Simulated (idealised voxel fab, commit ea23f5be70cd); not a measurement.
The process module that follows is named voxel trench capacitor.
This is section cut - it's 260 nm across, gridded in 5 nm square cells.
In what follows, cross-sections appear as grids of square cells, described through bands that run from the top down, where every band is one or more rows of cells.
The entry gives the band's vertical extent as a top height and a bottom height in nm, then its horizontal make-up as materials from left to right, each with a width in nm. "blank" stands for empty space; a single material marked "edge to edge" fills the band edge to edge.
Measure heights from 0. That's the level where, below it, the as-received wafer is all one material. The lowest band is bottomless and extends downward; write it as in "0..down".
Quick explanation for "30->40": the width changes in equal steps down the rows of cells, from the first number in the band's top row to the second number in its bottom row.
What does "stayed the same" mean for a step? It means no cell of the cross-section changed in that step.
This entry, "Enclosed void entries", enumerates those empty regions of no fewer than 8 cells that possess no open connection to the top. Each region is reported in the form width x height at distance, the distance being taken from the left edge, with all three quantities expressed in nm.
Past the settings on a step's line: simulator remark, on that step.
overlay nm: where the mask lay relative to plan, measured to the right, on steps with a mask; negatives go left.

-- These are the steps we planned for the process
1. RECEIVE | material Si
2. CONFORMAL_DEP | material SiN | thk nm 5
3. MASKED_ETCH | tone open | mask id TRENCH | width nm 30 | pitch nm 45 | etch materials SiN | depth nm 5 | overlay nm 0
4. MASKED_ETCH | tone open | mask id TRENCH | width nm 30 | pitch nm 45 | etch materials Si | depth nm 40 | overlay nm 0
5. CONFORMAL_DEP | material Al2O3 | thk nm 5
6. CONFORMAL_DEP | material TiN | thk nm 5
7. FILL_DEP | material W | thk nm 5
8. CMP | height nm 5

-- This is the cross-section of the wafer as we received it, i.e. after step 1
0..down: Si edge to edge
Enclosed void entries: none

-- Cross-section, first of two wafers, end of module, run as planned
5..0: SiN 70, then Al2O3 5, then TiN 5, then W 10, then TiN 5, then Al2O3 5, then SiN 15, then Al2O3 5, then TiN 5, then W 10, then TiN 5, then Al2O3 5, then SiN 15, then Al2O3 5, then TiN 5, then W 10, then TiN 5, then Al2O3 5, then SiN 70
0..-30: Si 70, then Al2O3 5, then TiN 5, then W 10, then TiN 5, then Al2O3 5, then Si 15, then Al2O3 5, then TiN 5, then W 10, then TiN 5, then Al2O3 5, then Si 15, then Al2O3 5, then TiN 5, then W 10, then TiN 5, then Al2O3 5, then Si 70
-30..-35: Si 70, then Al2O3 5, then TiN 20, then Al2O3 5, then Si 15, then Al2O3 5, then TiN 20, then Al2O3 5, then Si 15, then Al2O3 5, then TiN 20, then Al2O3 5, then Si 70
-35..-40: Si 70, then Al2O3 30, then Si 15, then Al2O3 30, then Si 15, then Al2O3 30, then Si 70
-40..down: Si edge to edge
Enclosed void entries: none

-- Now the second wafer, cross-sectioned at the end of the module. Nothing different at the start, nothing different in the plan compared with the first, just one mistake when it was actually run
5..0: Al2O3 70, then SiN 30, then Al2O3 15, then SiN 30, then Al2O3 15, then SiN 30, then Al2O3 70
0..down: Si edge to edge
Enclosed void entries: none
Processing error: step 3 deviated from plan and actually ran as MASKED_ETCH | tone cover | mask id TRENCH | width nm 30 | pitch nm 45 | etch materials SiN | depth nm 5 | overlay nm 0
Looking at both finished wafers in cells, the second ends up ahead of or behind the first on some materials: 32 fewer of Al2O3, 144 more of Si, 16 fewer of SiN, 54 fewer of TiN, 42 fewer of W
